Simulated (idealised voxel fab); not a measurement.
process module | voxel self aligned vias
cross-section cut | 215 nm wide | cells 5 nm
A cross-section is a grid of square cells, given in bands from the top down. A band is one or more rows of cells.
Each band's line starts with the height of the band's top and of its bottom, in nm. Then come its materials from left to right, each with its width in nm. One material with "throughout" fills the band from edge to edge. "air" is empty space.
Height 0 is the level under which the wafer as received is all one material. The lowest band goes on downwards, as in "0 down".
A width such as "30 to 40" changes by the same amount from each row of cells to the next, from the band's top row to its bottom row.
"no change" after a step means that no cell of the cross-section changed.
closed voids: empty space of 8 cells or more with no open way to the top, each as width x height at its distance from the left edge, in nm
after a step's settings: what the simulator itself notes on the step
overlay nm, on a step with a mask: how far to the right of its planned place the mask lay; to the left if negative
plan
1 op RECEIVE | material Si
2 op CONFORMAL_DEP | material SiO2 | thk nm 10
3 op CONFORMAL_DEP | material SiCN | thk nm 5
4 op DIRECTIONAL_DEP | material lowk | thk nm 20
5 op MASKED_ETCH | tone open | mask id LINES | width nm 30 | pitch nm 60 | etch materials lowk | depth nm 20 | overlay nm 0
6 op CONFORMAL_DEP | material TiN | thk nm 5
7 op FILL_DEP | material W | thk nm 5
8 op CMP | height nm 35
9 op SELECTIVE_ETCH | etch materials W Ru TiN | depth nm 10
10 op FILL_DEP | material SiN | thk nm 10
11 op CMP | height nm 35
12 op DIRECTIONAL_DEP | material lowk | thk nm 20
13 op PATTERN | tone open | mask id VIAS | material resist | width nm 40 | pitch nm 60 | thk nm 15 | overlay nm 0
14 op DIRECTIONAL_ETCH | etch materials lowk | depth nm 20
15 op DIRECTIONAL_ETCH | etch materials SiN | depth nm 10
16 op STRIP | etch materials resist
17 op CONFORMAL_DEP | material TiN | thk nm 5
18 op FILL_DEP | material Cu | thk nm 10
19 op CMP | height nm 55
20 op CONFORMAL_DEP | material SiCN | thk nm 5
first wafer, as planned
as received, after step 1
  0 down: Si throughout
  closed voids: none
after step 2
  10 to 0: SiO2 throughout
  below 0: unchanged
after step 3
  15 to 10: SiCN throughout
  below 10: unchanged
after step 4
  35 to 15: lowk throughout
  below 15: unchanged
after step 5
  35 to 15: lowk 30 | air 30 | lowk 30 | air 30 | lowk 30 | air 30 | lowk 35
  below 15: unchanged
after step 6
  40 to 35: TiN 35 | air 20 | TiN 40 | air 20 | TiN 40 | air 20 | TiN 40
  35 to 20: lowk 30 | TiN 5 | air 20 | TiN 5 | lowk 30 | TiN 5 | air 20 | TiN 5 | lowk 30 | TiN 5 | air 20 | TiN 5 | lowk 35
  20 to 15: lowk 30 | TiN 30 | lowk 30 | TiN 30 | lowk 30 | TiN 30 | lowk 35
  below 15: unchanged
after step 7
  45 to 40: W throughout
  40 to 35: TiN 35 | W 20 | TiN 40 | W 20 | TiN 40 | W 20 | TiN 40
  35 to 20: lowk 30 | TiN 5 | W 20 | TiN 5 | lowk 30 | TiN 5 | W 20 | TiN 5 | lowk 30 | TiN 5 | W 20 | TiN 5 | lowk 35
  below 20: unchanged
after step 8
  35 to 20: lowk 30 | TiN 5 | W 20 | TiN 5 | lowk 30 | TiN 5 | W 20 | TiN 5 | lowk 30 | TiN 5 | W 20 | TiN 5 | lowk 35
  below 20: unchanged
after step 9
  35 to 25: lowk 30 | air 30 | lowk 30 | air 30 | lowk 30 | air 30 | lowk 35
  below 25: unchanged
after step 10
  45 to 35: SiN throughout
  35 to 25: lowk 30 | SiN 30 | lowk 30 | SiN 30 | lowk 30 | SiN 30 | lowk 35
  below 25: unchanged
after step 11
  35 to 25: lowk 30 | SiN 30 | lowk 30 | SiN 30 | lowk 30 | SiN 30 | lowk 35
  below 25: unchanged
after step 12
  55 to 35: lowk throughout
  below 35: unchanged
after step 13
  70 to 55: resist 25 | air 40 | resist 20 | air 40 | resist 20 | air 40 | resist 30
  below 55: unchanged
after step 14
  70 to 55: resist 25 | air 40 | resist 20 | air 40 | resist 20 | air 40 | resist 30
  55 to 35: lowk 25 | air 40 | lowk 20 | air 40 | lowk 20 | air 40 | lowk 30
  below 35: unchanged
after step 15
  70 to 55: resist 25 | air 40 | resist 20 | air 40 | resist 20 | air 40 | resist 30
  55 to 35: lowk 25 | air 40 | lowk 20 | air 40 | lowk 20 | air 40 | lowk 30
  35 to 25: lowk 30 | air 30 | lowk 30 | air 30 | lowk 30 | air 30 | lowk 35
  below 25: unchanged
after step 16
  55 to 35: lowk 25 | air 40 | lowk 20 | air 40 | lowk 20 | air 40 | lowk 30
  below 35: unchanged
after step 17
  60 to 55: TiN 30 | air 30 | TiN 30 | air 30 | TiN 30 | air 30 | TiN 35
  55 to 40: lowk 25 | TiN 5 | air 30 | TiN 5 | lowk 20 | TiN 5 | air 30 | TiN 5 | lowk 20 | TiN 5 | air 30 | TiN 5 | lowk 30
  40 to 30: lowk 25 to 30 | TiN 10 to 5 | air 20 | TiN 10 to 5 | lowk 20 to 30 | TiN 10 to 5 | air 20 | TiN 10 to 5 | lowk 20 to 30 | TiN 10 to 5 | air 20 | TiN 10 to 5 | lowk 30 to 35
  30 to 25: lowk 30 | TiN 30 | lowk 30 | TiN 30 | lowk 30 | TiN 30 | lowk 35
  below 25: unchanged
after step 18
  70 to 60: Cu throughout
  60 to 55: TiN 30 | Cu 30 | TiN 30 | Cu 30 | TiN 30 | Cu 30 | TiN 35
  55 to 40: lowk 25 | TiN 5 | Cu 30 | TiN 5 | lowk 20 | TiN 5 | Cu 30 | TiN 5 | lowk 20 | TiN 5 | Cu 30 | TiN 5 | lowk 30
  40 to 30: lowk 25 to 30 | TiN 10 to 5 | Cu 20 | TiN 10 to 5 | lowk 20 to 30 | TiN 10 to 5 | Cu 20 | TiN 10 to 5 | lowk 20 to 30 | TiN 10 to 5 | Cu 20 | TiN 10 to 5 | lowk 30 to 35
  below 30: unchanged
after step 19
  55 to 40: lowk 25 | TiN 5 | Cu 30 | TiN 5 | lowk 20 | TiN 5 | Cu 30 | TiN 5 | lowk 20 | TiN 5 | Cu 30 | TiN 5 | lowk 30
  below 40: unchanged
after step 20
  60 to 55: SiCN throughout
  below 55: unchanged
second wafer: like start, like plan, one mistake. Through step 13 it matches the first wafer
when step 14 should have ended
  70 to 55: resist 25 | air 40 | resist 20 | air 40 | resist 20 | air 40 | resist 30
  55 to 35: lowk 25 | air 40 | lowk 20 | air 40 | lowk 20 | air 40 | lowk 30
  35 to 25: lowk 25 | air 5 | SiN 30 | air 5 | lowk 20 | air 5 | SiN 30 | air 5 | lowk 20 | air 5 | SiN 30 | air 5 | lowk 30
  25 to 20: lowk 25 | air 5 | TiN 5 | W 20 | TiN 5 | air 5 | lowk 20 | air 5 | TiN 5 | W 20 | TiN 5 | air 5 | lowk 20 | air 5 | TiN 5 | W 20 | TiN 5 | air 5 | lowk 30
  20 to 15: lowk 25 | air 5 | TiN 30 | air 5 | lowk 20 | air 5 | TiN 30 | air 5 | lowk 20 | air 5 | TiN 30 | air 5 | lowk 30
  below 15: unchanged
when step 15 should have ended
  70 to 55: resist 25 | air 40 | resist 20 | air 40 | resist 20 | air 40 | resist 30
  55 to 25: lowk 25 | air 40 | lowk 20 | air 40 | lowk 20 | air 40 | lowk 30
  below 25: unchanged
when step 16 should have ended
  55 to 25: lowk 25 | air 40 | lowk 20 | air 40 | lowk 20 | air 40 | lowk 30
  below 25: unchanged
when step 17 should have ended
  60 to 55: TiN 30 | air 30 | TiN 30 | air 30 | TiN 30 | air 30 | TiN 35
  55 to 30: lowk 25 | TiN 5 | air 30 | TiN 5 | lowk 20 | TiN 5 | air 30 | TiN 5 | lowk 20 | TiN 5 | air 30 | TiN 5 | lowk 30
  30 to 25: lowk 25 | TiN 40 | lowk 20 | TiN 40 | lowk 20 | TiN 40 | lowk 30
  25 to 20: lowk 25 | TiN 10 | W 20 | TiN 10 | lowk 20 | TiN 10 | W 20 | TiN 10 | lowk 20 | TiN 10 | W 20 | TiN 10 | lowk 30
  20 to 15: lowk 25 | TiN 40 | lowk 20 | TiN 40 | lowk 20 | TiN 40 | lowk 30
  below 15: unchanged
when step 18 should have ended
  70 to 60: Cu throughout
  60 to 55: TiN 30 | Cu 30 | TiN 30 | Cu 30 | TiN 30 | Cu 30 | TiN 35
  55 to 30: lowk 25 | TiN 5 | Cu 30 | TiN 5 | lowk 20 | TiN 5 | Cu 30 | TiN 5 | lowk 20 | TiN 5 | Cu 30 | TiN 5 | lowk 30
  below 30: unchanged
when step 19 should have ended
  55 to 30: lowk 25 | TiN 5 | Cu 30 | TiN 5 | lowk 20 | TiN 5 | Cu 30 | TiN 5 | lowk 20 | TiN 5 | Cu 30 | TiN 5 | lowk 30
  below 30: unchanged
when step 20 should have ended
  60 to 55: SiCN throughout
  below 55: unchanged
what went wrong: step 14 was run twice
at the end the second wafer has, in cells: 12 more of Cu | 12 more of TiN | 24 fewer of lowk
